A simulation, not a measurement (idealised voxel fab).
process module | voxel capacitor over wiring
Displayed cross-section: cut, width of 255 nm, square cells sized 5 nm.
Bands, listed from the top down, are how a cross-section gets written in this document; the cross-section itself is a grid of square cells, and a band is one or more rows of them. Quick guide to a band line: top height, bottom height (nm) up front; then every material left to right with its width in nm. Only one material and it's marked "throughout"? Then it fills the band edge to edge. And "blank" just means empty space. Heights are measured from 0, the level below which the as-received wafer is all one material; the lowest band has no bottom and continues downward, written as in "0 and below". Think of "30->40" as a width that walks from the first number to the second as you go down the band, top row to bottom row, taking equal-sized steps from row to row. Step marked "left unchanged"? Then no cell in the cross-section changed in it. Closed empty spaces (no open way to the top) of 8 cells or more are what "Closed void catalog" lists, each as width x height at distance from the left edge, nm for all three. If you see something after the settings on a step's line, that's the simulator's own remark about that step. Steps that use a mask can have "overlay nm" on their line. It says how far the mask sat to the right of where it was meant to be. Negative means to the left.

-- These are the steps we planned for the process
step 1: RECEIVE, material Si
step 2: CONFORMAL_DEP, material SiO2, thk nm 15
step 3: DIRECTIONAL_DEP, material TiN, thk nm 5
step 4: DIRECTIONAL_DEP, material W, thk nm 20
step 5: MASKED_ETCH, tone cover, mask id METAL_1, width nm 20, pitch nm 85, etch materials W, depth nm 20, overlay nm 0
step 6: MASKED_ETCH, tone cover, mask id METAL_1, width nm 20, pitch nm 85, etch materials TiN, depth nm 5, overlay nm 0
step 7: FILL_DEP, material lowk, thk nm 5
step 8: CMP, height nm 40
step 9: CONFORMAL_DEP, material SiCN, thk nm 5
step 10: DIRECTIONAL_DEP, material lowk, thk nm 10
step 11: DIRECTIONAL_DEP, material aC, thk nm 10
step 12: PATTERN, tone open, mask id PLUG_1, material resist, width nm 15, thk nm 30, overlay nm 0
step 13: DIRECTIONAL_ETCH, etch materials aC, depth nm 10
step 14: STRIP, etch materials resist
step 15: DIRECTIONAL_ETCH, etch materials lowk, depth nm 10
step 16: DIRECTIONAL_ETCH, etch materials SiCN, depth nm 5
step 17: STRIP, etch materials aC
step 18: EPI, material Ru, thk nm 10
step 19: EPI, material Ru, thk nm 5
step 20: DIRECTIONAL_DEP, material TiN, thk nm 10
step 21: DIRECTIONAL_DEP, material Al2O3, thk nm 5
step 22: DIRECTIONAL_DEP, material TiN, thk nm 5
step 23: DIRECTIONAL_DEP, material aC, thk nm 10
step 24: PATTERN, tone cover, mask id UPPER_PLATE, material resist, width nm 70, thk nm 25, overlay nm 0
step 25: DIRECTIONAL_ETCH, etch materials aC, depth nm 10
step 26: STRIP, etch materials resist
step 27: DIRECTIONAL_ETCH, etch materials TiN, depth nm 5
step 28: DIRECTIONAL_ETCH, etch materials Al2O3, depth nm 5
step 29: STRIP, etch materials aC
step 30: DIRECTIONAL_DEP, material aC, thk nm 15
step 31: PATTERN, tone cover, mask id LOWER_PLATE, material resist, width nm 80, thk nm 35, overlay nm 0
step 32: DIRECTIONAL_ETCH, etch materials aC, depth nm 15
step 33: STRIP, etch materials resist
step 34: DIRECTIONAL_ETCH, etch materials TiN, depth nm 10
step 35: STRIP, etch materials aC
step 36: FILL_DEP, material SiO2, thk nm 15
step 37: CMP, height nm 85
step 38: MASKED_ETCH, tone open, mask id PLUG_2, width nm 15, etch materials SiO2, depth nm 10, overlay nm 0
step 39: CONFORMAL_DEP, material TiN, thk nm 5
step 40: FILL_DEP, material W, thk nm 5
step 41: CMP, height nm 85
step 42: CONFORMAL_DEP, material SiN, thk nm 5

-- Cross-section: wafer on arrival = after step 1
* 0 and below | Si throughout
* Closed void catalog: none

-- What the wafer looks like in cross-section after this module, when it starts as shown above and follows the plan above but one mistake is made in running it
* 90 down to 85 | SiN throughout
* 85 down to 80 | 80 of SiO2 | 25 of TiN | 150 of SiO2
* 80 down to 75 | 80 of SiO2 | 25 of Al2O3 | 150 of SiO2
* 75 down to 70 | 75 of SiO2 | 75 of TiN | 105 of SiO2
* 70 down to 65 | 75 of SiO2 | 30 of TiN | 45 of Al2O3 | 105 of SiO2
* 65 down to 55 | 70 of SiO2 | 35 of Ru | 50 of TiN | 100 of SiO2
* 55 down to 45 | 80 of lowk | 15 of Ru | 160 of lowk
* 45 down to 40 | 80 of SiCN | 15 of Ru | 160 of SiCN
* 40 down to 20 | 75 of lowk | 20 of W | 65 of lowk | 20 of W | 75 of lowk
* 20 down to 15 | 75 of lowk | 20 of TiN | 65 of lowk | 20 of TiN | 75 of lowk
* 15 down to 0 | SiO2 throughout
* 0 and below | Si throughout
* Closed void catalog: none
So what did we get wrong on this run? twice, step 18 of the plan was run
